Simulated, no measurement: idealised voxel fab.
process module | voxel self aligned contacts
cross-section cut | 205 nm wide | cells 5 nm
A cross-section is a grid of square cells, given in bands from the top down. A band is one or more rows of cells.
Each band's line starts with the height of the band's top and of its bottom, in nm. Then come its materials from left to right, each with its width in nm. One material with "throughout" fills the band from edge to edge. "air" is empty space.
Height 0 is the level under which the wafer as received is all one material. The lowest band goes on downwards, as in "0 down".
A width such as "30 to 40" changes by the same amount from each row of cells to the next, from the band's top row to its bottom row.
"no change" after a step means that no cell of the cross-section changed.
closed voids: empty space of 8 cells or more with no open way to the top, each as width x height at its distance from the left edge, in nm
after a step's settings: what the simulator itself notes on the step
overlay nm, on a step with a mask: how far to the right of its planned place the mask lay; to the left if negative
plan
1 op RECEIVE | material Si
2 op OXIDIZE | depth nm 5
3 op DIRECTIONAL_DEP | material polySi | thk nm 20
4 op DIRECTIONAL_DEP | material SiN | thk nm 15
5 op DIRECTIONAL_DEP | material aC | thk nm 10
6 op PATTERN | tone cover | mask id GATE | material resist | width nm 30 | pitch nm 55 | thk nm 25 | overlay nm 0
7 op DIRECTIONAL_ETCH | etch materials aC | depth nm 10
8 op STRIP | etch materials resist
9 op DIRECTIONAL_ETCH | etch materials SiN | depth nm 15
10 op DIRECTIONAL_ETCH | etch materials polySi | depth nm 20
11 op STRIP | etch materials aC
12 op CONFORMAL_DEP | material SiN | thk nm 5
13 op DIRECTIONAL_ETCH | etch materials SiN | depth nm 5
14 op FILL_DEP | material SiO2 | thk nm 15
15 op CMP | height nm 40
16 op DIRECTIONAL_DEP | material aC | thk nm 10
17 op PATTERN | tone open | mask id CONTACT | material resist | width nm 35 | pitch nm 55 | thk nm 30 | overlay nm 0
18 op DIRECTIONAL_ETCH | etch materials aC | depth nm 10
19 op STRIP | etch materials resist
20 op DIRECTIONAL_ETCH | etch materials SiO2 | depth nm 45
21 op STRIP | etch materials aC
22 op CONFORMAL_DEP | material TiN | thk nm 5
23 op FILL_DEP | material Ru | thk nm 10
24 op CMP | height nm 40
25 op CONFORMAL_DEP | material SiN | thk nm 5
as received, after step 1
  0 down: Si throughout
  closed voids: none
first wafer at the end, as planned
  45 to 40: SiN throughout
  40 to 35: SiO2 55 | TiN 15 | Ru 5 | TiN 15 | SiO2 20 | TiN 15 | Ru 5 | TiN 15 | SiO2 60
  35 to 20: SiO2 25 | SiN 40 | TiN 5 | Ru 5 | TiN 5 | SiN 40 | TiN 5 | Ru 5 | TiN 5 | SiN 40 | SiO2 30
  20 to 0: SiO2 25 | SiN 5 | polySi 30 | SiN 5 | TiN 5 | Ru 5 | TiN 5 | SiN 5 | polySi 30 | SiN 5 | TiN 5 | Ru 5 | TiN 5 | SiN 5 | polySi 30 | SiN 5 | SiO2 30
  0 to -5: SiO2 65 | TiN 15 | SiO2 40 | TiN 15 | SiO2 70
  -5 down: Si throughout
  closed voids: none
second wafer at the end: like start, like plan, one mistake
  45 to 40: SiN throughout
  40 to 35: SiO2 60 | TiN 10 | Ru 5 | TiN 20 | SiO2 20 | TiN 10 | Ru 5 | TiN 20 | SiO2 55
  35 to 20: SiO2 25 | SiN 40 | TiN 5 | Ru 5 | TiN 5 | SiN 40 | TiN 5 | Ru 5 | TiN 5 | SiN 40 | SiO2 30
  20 to 0: SiO2 25 | SiN 5 | polySi 30 | SiN 5 | TiN 5 | Ru 5 | TiN 5 | SiN 5 | polySi 30 | SiN 5 | TiN 5 | Ru 5 | TiN 5 | SiN 5 | polySi 30 | SiN 5 | SiO2 30
  0 to -5: SiO2 65 | TiN 15 | SiO2 40 | TiN 15 | SiO2 70
  -5 down: Si throughout
  closed voids: none
what went wrong: step 17 ran as: op PATTERN | tone open | mask id CONTACT | material resist | width nm 35 | pitch nm 55 | thk nm 30 | overlay nm 5
at the end the second wafer has, in cells: as many of each material as the first, in other places
